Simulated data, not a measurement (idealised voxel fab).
Process module in this document: voxel local oxidation
Pictured: cross-section cut, 295 nm wide, on a grid of 5 nm square cells.
A cross-section is written here as square cells arranged in a grid, and it is given in bands from the top down, each band taking up one or more rows of cells.
Band: top height; bottom height; in nm. Then, left to right: material with width in nm, for each material. "all across": a single material spanning edge to edge. "air": empty space.
Height is counted from the level 0, under which the received wafer is composed throughout of one material. The lowest of the bands is not closed at the bottom but continues downward, in the notation "0 down".
Graded width ("30->40"): value in top row of band = first number; value in bottom row = second number; row-to-row change constant.
"nothing got changed" means the step left every cell of the cross-section as it was.
The entry titled "Sealed void list" provides the empty spaces that have no open way to the top, restricted to those of 8 cells or more. Each is presented as width x height at distance, the distance being measured from the left edge, with all three in nm.
What comes after the settings on a step's line is commentary from the simulator itself on that step.
Steps that use a mask can have "overlay nm" on their line. It says how far the mask sat to the right of where it was meant to be. Negative means to the left.

These are the steps we planned for the process
- 1: op RECEIVE | material Si
- 2: op CONFORMAL_DEP | material SiO2 | thk nm 5
- 3: op CONFORMAL_DEP | material SiN | thk nm 15
- 4: op PATTERN | tone cover | mask id ACTIVE | material resist | width nm 125 | thk nm 15 | overlay nm 0
- 5: op DIRECTIONAL_ETCH | etch materials SiN | depth nm 15
- 6: op STRIP | etch materials resist
- 7: op SELECTIVE_ETCH | etch materials SiO2 | depth nm 5
- 8: op OXIDIZE | depth nm 15
- 9: op STRIP | etch materials SiN

First of two wafers: run as planned

As received, after step 1
0 down = Si all across
Sealed void list: none

How the wafer stands in section after step 2
5 to 0 = SiO2 all across
Nothing below the height 0 has changed.

How the wafer stands in section after step 3
20 to 5 = SiN all across
Nothing below the height 5 has changed.

How the wafer stands in section after step 4
35 to 20 = 85 of air, then 125 of resist, then 85 of air
Nothing below the height 20 has changed.

How the wafer stands in section after step 5
35 to 20 = 85 of air, then 125 of resist, then 85 of air
20 to 5 = 85 of air, then 125 of SiN, then 85 of air
Nothing below the height 5 has changed.

How the wafer stands in section after step 6
20 to 5 = 85 of air, then 125 of SiN, then 85 of air
Nothing below the height 5 has changed.

How the wafer stands in section after step 7
20 to 5 = 85 of air, then 125 of SiN, then 85 of air
5 to 0 = 90 of air, then 115 of SiO2, then 90 of air
Nothing below the height 0 has changed.

How the wafer stands in section after step 8
20 to 5 = 85 of air, then 125 of SiN, then 85 of air
5 to 0 = 90 of air, then 115 of SiO2, then 90 of air
0 to -15 = 105 of SiO2, then 85 of Si, then 105 of SiO2
Nothing below the height -15 has changed.

How the wafer stands in section after step 9
5 to 0 = 90 of air, then 115 of SiO2, then 90 of air
Nothing below the height 0 has changed.

Regarding the second of the two wafers: it shared the first wafer's starting condition and process plan, yet one error occurred during its execution. Its history coincides with that of the first wafer up to and including step 5

Cross-sectional view of the second wafer at the intended end time of process step 6
35 to 20 = 85 of air, then 125 of resist, then 85 of air
20 to 5 = 85 of air, then 125 of SiN, then 85 of air
5 to 0 = 90 of air, then 115 of SiO2, then 90 of air
Nothing below the height 0 has changed.

Cross-sectional view of the second wafer at the intended end time of process step 7
20 to 5 = 85 of air, then 125 of SiN, then 85 of air
Nothing below the height 5 has changed.

Cross-sectional view of the second wafer at the intended end time of process step 8
20 to 5 = 85 of air, then 125 of SiN, then 85 of air
5 to 0 = 90 of air, then 115 of SiO2, then 90 of air
0 to -15 = 105 of SiO2, then 85 of Si, then 105 of SiO2
Nothing below the height -15 has changed.

Cross-sectional view of the second wafer at the intended end time of process step 9
5 to 0 = 90 of air, then 115 of SiO2, then 90 of air
Nothing below the height 0 has changed.
Want to know what went wrong? plan vs actual: 6 and 7 interchanged
The two wafers finish with the same cross-section, and therefore the mistake leaves the computed outcome of this model unchanged.
